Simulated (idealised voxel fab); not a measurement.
Process module, titled voxel capacitor over wiring
It is cross-section cut that appears here, measuring 150 nm in width, its square cells being 5 nm in size.
Square cells in a grid make up a cross-section in this document, and the grid is given as bands, listed from the top down, each one or more rows of cells.
Per band: top height and bottom height in nm, followed by the left-to-right materials and their widths in nm; "everywhere" marks a single material spanning edge to edge, "empty" marks empty space.
Heads up on the height convention: 0 is the point under which the incoming wafer is all one material, and the lowest band has no bottom, it just keeps going down, like "from 0 down".
Top row gets the first number, bottom row gets the second, and each row in between changes by the same step: that is how a band width like "30->40" works.
A step reported as "no change" is a step in which no cell of the cross-section changed.
What "Tabulated closed voids" gives you is every empty space of 8 cells or more that is cut off from the top. Each appears as width x height at distance, with the distance taken from the left edge and width, height and distance all in nm.
It should be noted that, on the line of a given step, the content following the step's settings is a remark produced by the simulator itself with respect to that step.
overlay nm: on a step with a mask, how far right of its planned place the mask lay; negative means left.
List of planned process steps
1,op RECEIVE | material Si
2,op CONFORMAL_DEP | material SiO2 | thk nm 15
3,op CONFORMAL_DEP | material SiCN | thk nm 5
4,op DIRECTIONAL_DEP | material lowk | thk nm 20
5,op DIRECTIONAL_DEP | material aC | thk nm 15
6,op PATTERN | tone open | mask id METAL_1 | material resist | width nm 20 | pitch nm 90 | thk nm 35 | overlay nm 0
7,op DIRECTIONAL_ETCH | etch materials aC | depth nm 15
8,op STRIP | etch materials resist
9,op DIRECTIONAL_ETCH | etch materials lowk | depth nm 20
10,op DIRECTIONAL_ETCH | etch materials SiCN | depth nm 5
11,op STRIP | etch materials aC
12,op CONFORMAL_DEP | material TiN | thk nm 5
13,op FILL_DEP | material Cu | thk nm 10
14,op CMP | height nm 40
15,op CONFORMAL_DEP | material SiCN | thk nm 5
16,op DIRECTIONAL_DEP | material SiO2 | thk nm 10
17,op DIRECTIONAL_DEP | material aC | thk nm 10
18,op PATTERN | tone open | mask id PLUG_1 | material resist | width nm 15 | thk nm 25 | overlay nm 0
19,op DIRECTIONAL_ETCH | etch materials aC | depth nm 10
20,op STRIP | etch materials resist
21,op DIRECTIONAL_ETCH | etch materials SiO2 | depth nm 10
22,op DIRECTIONAL_ETCH | etch materials SiCN | depth nm 5
23,op STRIP | etch materials aC
24,op EPI | material Ru | thk nm 10
25,op EPI | material Ru | thk nm 5
26,op DIRECTIONAL_DEP | material TiN | thk nm 10
27,op DIRECTIONAL_DEP | material SiN | thk nm 5
28,op DIRECTIONAL_DEP | material TiN | thk nm 10
29,op MASKED_ETCH | tone cover | mask id UPPER_PLATE | width nm 75 | etch materials TiN | depth nm 10 | overlay nm 0
30,op MASKED_ETCH | tone cover | mask id UPPER_PLATE | width nm 75 | etch materials SiN | depth nm 5 | overlay nm 0
31,op MASKED_ETCH | tone cover | mask id LOWER_PLATE | width nm 85 | etch materials TiN | depth nm 10 | overlay nm 0
32,op FILL_DEP | material SiO2 | thk nm 15
33,op CMP | height nm 90
34,op MASKED_ETCH | tone open | mask id PLUG_2 | width nm 15 | etch materials SiO2 | depth nm 10 | overlay nm 0
35,op CONFORMAL_DEP | material TiN | thk nm 5
36,op FILL_DEP | material Cu | thk nm 10
37,op CMP | height nm 90
38,op CONFORMAL_DEP | material SiCN | thk nm 5
Incoming wafer, cross-sectional view, post step 1
- from 0 down  Si everywhere
- Tabulated closed voids: none
As-planned run: cross-section of the first of two wafers at end of module
- from 95 to 90  SiCN everywhere
- from 90 to 85  35 of SiO2 / 5 of TiN / 5 of Cu / 5 of TiN / 100 of SiO2
- from 85 to 80  35 of SiO2 / 15 of TiN / 100 of SiO2
- from 80 to 70  25 of SiO2 / 75 of TiN / 50 of SiO2
- from 70 to 65  25 of SiO2 / 75 of SiN / 50 of SiO2
- from 65 to 55  20 of SiO2 / 85 of TiN / 45 of SiO2
- from 55 to 45  25 of SiO2 / 15 of Ru / 110 of SiO2
- from 45 to 40  25 of SiCN / 15 of Ru / 110 of SiCN
- from 40 to 20  20 of lowk / 5 of TiN / 10 of Cu / 5 of TiN / 70 of lowk / 5 of TiN / 10 of Cu / 5 of TiN / 20 of lowk
- from 20 to 15  20 of SiCN / 20 of TiN / 70 of SiCN / 20 of TiN / 20 of SiCN
- from 15 to 0  SiO2 everywhere
- from 0 down  Si everywhere
- Tabulated closed voids: none
End of module, second wafer, cross-section. Started like the first, planned like the first, run with one mistake
- from 95 to 90  SiCN everywhere
- from 90 to 85  35 of SiO2 / 5 of TiN / 5 of Cu / 5 of TiN / 100 of SiO2
- from 85 to 80  35 of SiO2 / 15 of TiN / 100 of SiO2
- from 80 to 70  25 of SiO2 / 75 of TiN / 50 of SiO2
- from 70 to 65  25 of SiO2 / 75 of SiN / 50 of SiO2
- from 65 to 55  20 of SiO2 / 85 of TiN / 45 of SiO2
- from 55 to 45  25 of SiO2 / 15 of Ru / 110 of SiO2
- from 45 to 40  25 of SiCN / 15 of Ru / 110 of SiCN
- from 40 to 20  15 of lowk / 5 of TiN / 20 of Cu / 5 of TiN / 60 of lowk / 5 of TiN / 20 of Cu / 5 of TiN / 15 of lowk
- from 20 to 15  15 of SiCN / 30 of TiN / 60 of SiCN / 30 of TiN / 15 of SiCN
- from 15 to 0  SiO2 everywhere
- from 0 down  Si everywhere
- Tabulated closed voids: none
Processing error: step 6 was not run as planned; what actually ran was op PATTERN | tone open | mask id METAL_1 | material resist | width nm 30 | pitch nm 90 | thk nm 35 | overlay nm 0
Final tally in cells, some materials are higher or lower on the second wafer than on the first: Cu: 16 more | SiCN: 4 fewer | TiN: 4 more | lowk: 16 fewer
